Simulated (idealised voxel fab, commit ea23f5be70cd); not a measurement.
The process module that follows is named voxel capacitor over wiring.
Cross-sectional view cut (width: 150 nm; square cell size: 5 nm).
The cross-sections in this document take the form of a grid made of square cells. They are written out as bands, in order from top to bottom. Each band consists of one or more rows of cells. Top, bottom (nm), then materials left to right with widths (nm); lone material tagged "edge to edge" fills the whole band edge to edge; "empty" = empty space. Height is counted from the level 0, under which the received wafer is composed throughout of one material. The lowest of the bands is not closed at the bottom but continues downward, in the notation "0 down". Quick explanation for "30..40": the width changes in equal steps down the rows of cells, from the first number in the band's top row to the second number in its bottom row. Key: "nothing different" - step with no changed cell in the cross-section. Entry "Sealed internal voids". Content: empty spaces with no open connection to the top, size 8 cells or greater. Each: width x height at distance. Distance: from left edge. Unit: nm. Where a step's line continues beyond its settings, the continuation is a remark by the simulator itself on that step. A step's line can hold "overlay nm"; with a mask on that step, the setting says how far right of the planned place the mask lay, while a negative setting says it lay to the left.

**The process steps that were planned are listed below**
step 1: op RECEIVE | material Si
step 2: op CONFORMAL_DEP | material SiO2 | thk nm 15
step 3: op CONFORMAL_DEP | material SiCN | thk nm 5
step 4: op DIRECTIONAL_DEP | material SiO2 | thk nm 25
step 5: op PATTERN | tone open | mask id METAL_1 | material resist | width nm 20 | pitch nm 90 | thk nm 15 | overlay nm 0
step 6: op DIRECTIONAL_ETCH | etch materials SiO2 | depth nm 25
step 7: op DIRECTIONAL_ETCH | etch materials SiCN | depth nm 5
step 8: op STRIP | etch materials resist
step 9: op CONFORMAL_DEP | material TiN | thk nm 5
step 10: op FILL_DEP | material W | thk nm 10
step 11: op CMP | height nm 45
step 12: op CONFORMAL_DEP | material SiCN | thk nm 5
step 13: op DIRECTIONAL_DEP | material lowk | thk nm 10
step 14: op MASKED_ETCH | tone open | mask id PLUG_1 | width nm 15 | etch materials lowk | depth nm 10 | overlay nm 0
step 15: op MASKED_ETCH | tone open | mask id PLUG_1 | width nm 15 | etch materials SiCN | depth nm 5 | overlay nm 0
step 16: op EPI | material Ru | thk nm 10
step 17: op EPI | material Ru | thk nm 5
step 18: op DIRECTIONAL_DEP | material TiN | thk nm 10
step 19: op DIRECTIONAL_DEP | material HfO2 | thk nm 5
step 20: op DIRECTIONAL_DEP | material TiN | thk nm 10
step 21: op MASKED_ETCH | tone cover | mask id UPPER_PLATE | width nm 75 | etch materials TiN | depth nm 10 | overlay nm 0
step 22: op MASKED_ETCH | tone cover | mask id UPPER_PLATE | width nm 75 | etch materials HfO2 | depth nm 5 | overlay nm 0
step 23: op DIRECTIONAL_DEP | material aC | thk nm 15
step 24: op PATTERN | tone cover | mask id LOWER_PLATE | material resist | width nm 85 | thk nm 35 | overlay nm 0
step 25: op DIRECTIONAL_ETCH | etch materials aC | depth nm 15
step 26: op STRIP | etch materials resist
step 27: op DIRECTIONAL_ETCH | etch materials TiN | depth nm 10
step 28: op STRIP | etch materials aC
step 29: op FILL_DEP | material SiO2 | thk nm 20
step 30: op CMP | height nm 100
step 31: op MASKED_ETCH | tone open | mask id PLUG_2 | width nm 15 | etch materials SiO2 | depth nm 15 | overlay nm 0
step 32: op CONFORMAL_DEP | material TiN | thk nm 5
step 33: op FILL_DEP | material Cu | thk nm 5
step 34: op CMP | height nm 100
step 35: op CONFORMAL_DEP | material SiCN | thk nm 5

**Wafer at receipt (post step 1), cross-section**
    0 down | Si edge to edge
    Sealed internal voids: none

**first wafer at the end, as planned**
    105 to 100 | SiCN edge to edge
    100 to 90 | SiO2 35; TiN 5; Cu 5; TiN 5; SiO2 100
    90 to 85 | SiO2 35; TiN 15; SiO2 100
    85 to 75 | SiO2 25; TiN 75; SiO2 50
    75 to 70 | SiO2 25; HfO2 75; SiO2 50
    70 to 60 | SiO2 20; TiN 85; SiO2 45
    60 to 50 | lowk 25; Ru 15; lowk 110
    50 to 45 | SiCN 25; Ru 15; SiCN 110
    45 to 20 | SiO2 20; TiN 5; W 10; TiN 5; SiO2 70; TiN 5; W 10; TiN 5; SiO2 20
    20 to 15 | SiCN 20; TiN 20; SiCN 70; TiN 20; SiCN 20
    15 to 0 | SiO2 edge to edge
    0 down | Si edge to edge
    Sealed internal voids: none

**Now the second wafer, cross-sectioned at the end of the module. Nothing different at the start, nothing different in the plan compared with the first, just one mistake when it was actually run**
    105 to 100 | SiCN edge to edge
    100 to 90 | SiO2 35; TiN 5; Cu 5; TiN 5; SiO2 100
    90 to 85 | SiO2 35; TiN 15; SiO2 100
    85 to 75 | SiO2 25; TiN 75; SiO2 50
    75 to 70 | SiO2 25; HfO2 75; SiO2 50
    70 to 60 | SiO2 20; TiN 85; SiO2 45
    60 to 50 | lowk 25; Ru 15; lowk 110
    50 to 45 | SiCN 25; Ru 15; SiCN 110
    45 to 35 | SiO2 20; TiN 5; W 10; TiN 5; SiO2 70; TiN 5; W 10; TiN 5; SiO2 20
    35 to 30 | SiCN 20; TiN 20; SiCN 70; TiN 20; SiCN 20
    30 to 0 | SiO2 edge to edge
    0 down | Si edge to edge
    Sealed internal voids: none
It is concluded that the wafer was processed incorrectly with respect to the plan, in that regarding the plan, step 2 was run twice
Count the cells at the end and the second wafer has more or fewer of some materials than the first: 24 more of SiO2 | 12 fewer of TiN | 12 fewer of W
